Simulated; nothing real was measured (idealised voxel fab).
Process module name: voxel self aligned contacts
The cross-section shown here is cut; it is 260 nm wide and divided into square cells measuring 5 nm on a side.
Cross-section = grid of square cells, listed top down in bands; band = one or more rows. Band entry format. Leading values: height of top, height of bottom, nm. Remainder: materials in left-to-right order, each with its width in nm. Special words: "throughout" on a single material, which then fills the band edge to edge; "blank", empty space. Heights are reckoned from 0. Under this level, the received wafer is all of one material. The bottommost band is open-ended downward, for example "0 and below". The notation "30..40" denotes a width that varies across the rows of cells in the band, beginning at the first number in the top row, finishing at the second number in the bottom row, and changing by an identical amount from each row to the next. What does "identical to before" mean for a step? It means no cell of the cross-section changed in that step. "Enclosed void catalog" means: voids of 8 cells or more that are shut off from the top with no open way through. Written width x height at distance, distance from the left edge, in nm. What comes after the settings on a step's line is commentary from the simulator itself on that step. A step line may carry the setting "overlay nm", which, for steps involving a mask, states the distance by which the mask lay to the right of its intended position; negative values denote displacement to the left.

So here's the lineup of process steps we planned
| 1 | op RECEIVE | material Si |
| 2 | op CONFORMAL_DEP | material SiO2 | thk nm 5 |
| 3 | op DIRECTIONAL_DEP | material polySi | thk nm 25 |
| 4 | op DIRECTIONAL_DEP | material SiN | thk nm 10 |
| 5 | op DIRECTIONAL_DEP | material aC | thk nm 10 |
| 6 | op PATTERN | tone cover | mask id GATE | material resist | width nm 25 | pitch nm 70 | thk nm 25 | overlay nm 0 |
| 7 | op DIRECTIONAL_ETCH | etch materials aC | depth nm 10 |
| 8 | op STRIP | etch materials resist |
| 9 | op DIRECTIONAL_ETCH | etch materials SiN | depth nm 20 |
| 10 | op DIRECTIONAL_ETCH | etch materials polySi | depth nm 25 |
| 11 | op STRIP | etch materials aC |
| 12 | op CONFORMAL_DEP | material SiN | thk nm 10 |
| 13 | op DIRECTIONAL_ETCH | etch materials SiN | depth nm 10 |
| 14 | op FILL_DEP | material SiO2 | thk nm 15 |
| 15 | op CMP | height nm 55 |
| 16 | op MASKED_ETCH | tone open | mask id CONTACT | width nm 55 | etch materials SiO2 | depth nm 55 | overlay nm 0 |
| 17 | op CONFORMAL_DEP | material TiN | thk nm 5 |
| 18 | op FILL_DEP | material W | thk nm 5 |
| 19 | op CMP | height nm 55 |
| 20 | op CONFORMAL_DEP | material SiCN | thk nm 5 |
Be aware that, although all wafers share a common starting state, the thk nm at step 4 differs among them, and the plan displays the first wafer's value.

As received, i.e. after step 1: cross-section through the first of several wafers
	0 and below  Si throughout
	Enclosed void catalog: none

Take any row and you have a wafer at the end of the module: how many cells of each material it has gained (+) or lost (-) since it was received, and then its closed voids
thk nm 10 | +52 SiCN | +76 SiN | +373 SiO2 | +31 TiN | +42 W | +50 polySi | Enclosed void catalog: none
thk nm 15 | +52 SiCN | +94 SiN | +361 SiO2 | +31 TiN | +36 W | +50 polySi | Enclosed void catalog: none
thk nm 20 | +52 SiCN | +112 SiN | +349 SiO2 | +31 TiN | +30 W | +50 polySi | Enclosed void catalog: none
thk nm 25 | +52 SiCN | +124 SiN | +168 SiO2 | +11 TiN | +9 W | +260 polySi | Enclosed void catalog: none
thk nm 30 | +52 SiCN | +158 SiN | +139 SiO2 | +9 TiN | +6 W | +260 polySi | Enclosed void catalog: none
thk nm 35 | +52 SiCN | +192 SiN | +110 SiO2 | +7 TiN | +3 W | +260 polySi | Enclosed void catalog: none
